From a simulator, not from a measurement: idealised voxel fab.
You're looking at the process module voxel ribs on slabs.
It is cross-section cut that appears here, measuring 280 nm in width, its square cells being 5 nm in size.
Format of a cross-section: grid, square cells. Given as bands. Order: top down. Band: one or more rows of cells. Top height, bottom height, nm. Materials left to right, width each, nm. Single material + "all across" = fills band edge to edge. "air" = empty. Note: height 0 marks the level under which the wafer is uniformly one material as received. Lowest band unbounded below, written "0..down". The two numbers in a width such as "30 to 40" mark its ends across the band: the first belongs to the top row of cells, the second to the bottom row, and from each row to the next the width moves by the same amount. Step marked "all unchanged"? Then no cell in the cross-section changed in it. Tabulated closed voids: empty space of 8 cells or more with no open way to the top, each as width x height at its distance from the left edge, in nm. Note: text after step settings on the step line = simulator remark on that step. "overlay nm" on a masked step: distance the mask lay right of its planned place, negative for left.

-- Below is the list of planned process steps
- 1: RECEIVE with material Si
- 2: DIRECTIONAL_DEP with material SiO2, thk nm 20
- 3: DIRECTIONAL_DEP with material SiN, thk nm 15
- 4: PATTERN with tone cover, mask id RIB, material resist, width nm 15, thk nm 15, overlay nm 0
- 5: DIRECTIONAL_ETCH with etch materials SiN, depth nm 5
- 6: STRIP with etch materials resist
- 7: DIRECTIONAL_DEP with material aC, thk nm 10
- 8: PATTERN with tone cover, mask id SLAB, material resist, width nm 65, thk nm 25, overlay nm 0
- 9: DIRECTIONAL_ETCH with etch materials aC, depth nm 10
- 10: STRIP with etch materials resist
- 11: DIRECTIONAL_ETCH with etch materials SiN, depth nm 10
- 12: STRIP with etch materials aC
- 13: FILL_DEP with material SiO2, thk nm 15
- 14: CMP with height nm 45
- 15: DIRECTIONAL_DEP with material W, thk nm 5
- 16: PATTERN with tone cover, mask id HEATER, material resist, width nm 25, thk nm 20, overlay nm 0
- 17: DIRECTIONAL_ETCH with etch materials W, depth nm 5
- 18: STRIP with etch materials resist
- 19: CONFORMAL_DEP with material SiO2, thk nm 5

-- Cross-section of the wafer upon arrival, representing the state reached after step 1
  0..down | Si all across
  Tabulated closed voids: none

-- Cross-section: first of two wafers, module finished, run according to plan
  55..50 | air: 120; SiO2: 35; air: 125
  50..45 | SiO2: 125; W: 25; SiO2: 130
  45..35 | SiO2 all across
  35..30 | SiO2: 130; SiN: 15; SiO2: 135
  30..20 | SiO2: 105; SiN: 65; SiO2: 110
  20..0 | SiO2 all across
  0..down | Si all across
  Tabulated closed voids: none

-- The second wafer, shown in cross-section after the module: started the same way as the first and given the same plan, yet one mistake crept into how it was run
  50..45 | air: 125; W: 25; air: 130
  45..35 | SiO2 all across
  35..30 | SiO2: 130; SiN: 15; SiO2: 135
  30..20 | SiO2: 105; SiN: 65; SiO2: 110
  20..0 | SiO2 all across
  0..down | Si all across
  Tabulated closed voids: none
Misprocessing identified: step 19 was left out
The final cell counts differ between the wafers, with the second having more or fewer of some materials than the first: SiO2 -58
